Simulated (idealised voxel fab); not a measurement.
Process module heading - voxel capacitor over wiring
Section cut is 275 nm wide and gridded with 5 nm square cells.
Reading order for cross-sections: top band down to bottom band. Underlying form: a grid of square cells. Band size: one or more rows of cells.
Band entry format. Leading values: height of top, height of bottom, nm. Remainder: materials in left-to-right order, each with its width in nm. Special words: "throughout" on a single material, which then fills the band edge to edge; "blank", empty space.
Measure heights from 0. That's the level where, below it, the as-received wafer is all one material. The lowest band is bottomless and extends downward; write it as in "from 0 down".
You'd read "30->40" like this: the band's top row of cells is as wide as the first number, its bottom row is as wide as the second, and going down, every row changes width by the same amount as the row before did.
Given "nothing got changed" for a step, no cell of the cross-section differs between before and after that step.
This entry, "Enclosed void inventory", enumerates those empty regions of no fewer than 8 cells that possess no open connection to the top. Each region is reported in the form width x height at distance, the distance being taken from the left edge, with all three quantities expressed in nm.
That trailing text on a step's line, after the settings, is the simulator's own remark on the step.
Steps that use a mask can have "overlay nm" on their line. It says how far the mask sat to the right of where it was meant to be. Negative means to the left.

### These are the steps we planned for the process
1,op RECEIVE | material Si
2,op CONFORMAL_DEP | material SiO2 | thk nm 10
3,op DIRECTIONAL_DEP | material TiN | thk nm 5
4,op DIRECTIONAL_DEP | material W | thk nm 15
5,op DIRECTIONAL_DEP | material aC | thk nm 15
6,op PATTERN | tone cover | mask id METAL_1 | material resist | width nm 25 | pitch nm 80 | thk nm 35 | overlay nm 0
7,op DIRECTIONAL_ETCH | etch materials aC | depth nm 15
8,op STRIP | etch materials resist
9,op DIRECTIONAL_ETCH | etch materials W | depth nm 15
10,op DIRECTIONAL_ETCH | etch materials TiN | depth nm 5
11,op STRIP | etch materials aC
12,op CONFORMAL_DEP | material SiCN | thk nm 5
13,op FILL_DEP | material SiO2 | thk nm 10
14,op CMP | height nm 30
15,op CONFORMAL_DEP | material SiCN | thk nm 5
16,op DIRECTIONAL_DEP | material SiO2 | thk nm 10
17,op MASKED_ETCH | tone open | mask id PLUG_1 | width nm 15 | etch materials SiO2 | depth nm 10 | overlay nm 0
18,op MASKED_ETCH | tone open | mask id PLUG_1 | width nm 15 | etch materials SiCN | depth nm 5 | overlay nm 0
19,op EPI | material Ru | thk nm 10
20,op EPI | material Ru | thk nm 5
21,op DIRECTIONAL_DEP | material TiN | thk nm 10
22,op DIRECTIONAL_DEP | material HfO2 | thk nm 5
23,op DIRECTIONAL_DEP | material TiN | thk nm 5
24,op DIRECTIONAL_DEP | material aC | thk nm 15
25,op PATTERN | tone cover | mask id UPPER_PLATE | material resist | width nm 60 | thk nm 30 | overlay nm 0
26,op DIRECTIONAL_ETCH | etch materials aC | depth nm 15
27,op STRIP | etch materials resist
28,op DIRECTIONAL_ETCH | etch materials TiN | depth nm 5
29,op DIRECTIONAL_ETCH | etch materials HfO2 | depth nm 5
30,op STRIP | etch materials aC
31,op MASKED_ETCH | tone cover | mask id LOWER_PLATE | width nm 70 | etch materials TiN | depth nm 10 | overlay nm 0
32,op FILL_DEP | material SiO2 | thk nm 20
33,op CMP | height nm 80
34,op DIRECTIONAL_DEP | material aC | thk nm 10
35,op PATTERN | tone open | mask id PLUG_2 | material resist | width nm 15 | thk nm 30 | overlay nm 0
36,op DIRECTIONAL_ETCH | etch materials aC | depth nm 10
37,op STRIP | etch materials resist
38,op DIRECTIONAL_ETCH | etch materials SiO2 | depth nm 15
39,op STRIP | etch materials aC
40,op CONFORMAL_DEP | material TiN | thk nm 5
41,op FILL_DEP | material W | thk nm 5
42,op CMP | height nm 80
43,op CONFORMAL_DEP | material SiCN | thk nm 5

### Incoming wafer, cross-sectional view, post step 1
> from 0 down = Si throughout
> Enclosed void inventory: none

### What the wafer looks like in cross-section after this module, when it starts as shown above and follows the plan above but one mistake is made in running it
> from 85 to 80 = SiCN throughout
> from 80 to 70 = SiO2: 105 / TiN: 5 / W: 5 / TiN: 5 / SiO2: 155
> from 70 to 60 = SiO2: 105->95 / TiN: 15->60 / SiO2: 155->120
> from 60 to 55 = SiO2: 95 / HfO2: 60 / SiO2: 120
> from 55 to 45 = SiO2: 90 / TiN: 70 / SiO2: 115
> from 45 to 35 = SiO2: 95 / Ru: 15 / SiO2: 165
> from 35 to 30 = SiCN: 95 / Ru: 15 / SiCN: 165
> from 30 to 15 = SiO2: 85 / SiCN: 5 / W: 20 / SiCN: 5 / SiO2: 50 / SiCN: 5 / W: 20 / SiCN: 5 / SiO2: 80
> from 15 to 10 = SiCN: 90 / TiN: 20 / SiCN: 60 / TiN: 20 / SiCN: 85
> from 10 to 0 = SiO2 throughout
> from 0 down = Si throughout
> Enclosed void inventory: none
The plan and the run diverged here: not per plan at step 6, really ran op PATTERN | tone cover | mask id METAL_1 | material resist | width nm 20 | pitch nm 80 | thk nm 35 | overlay nm 0
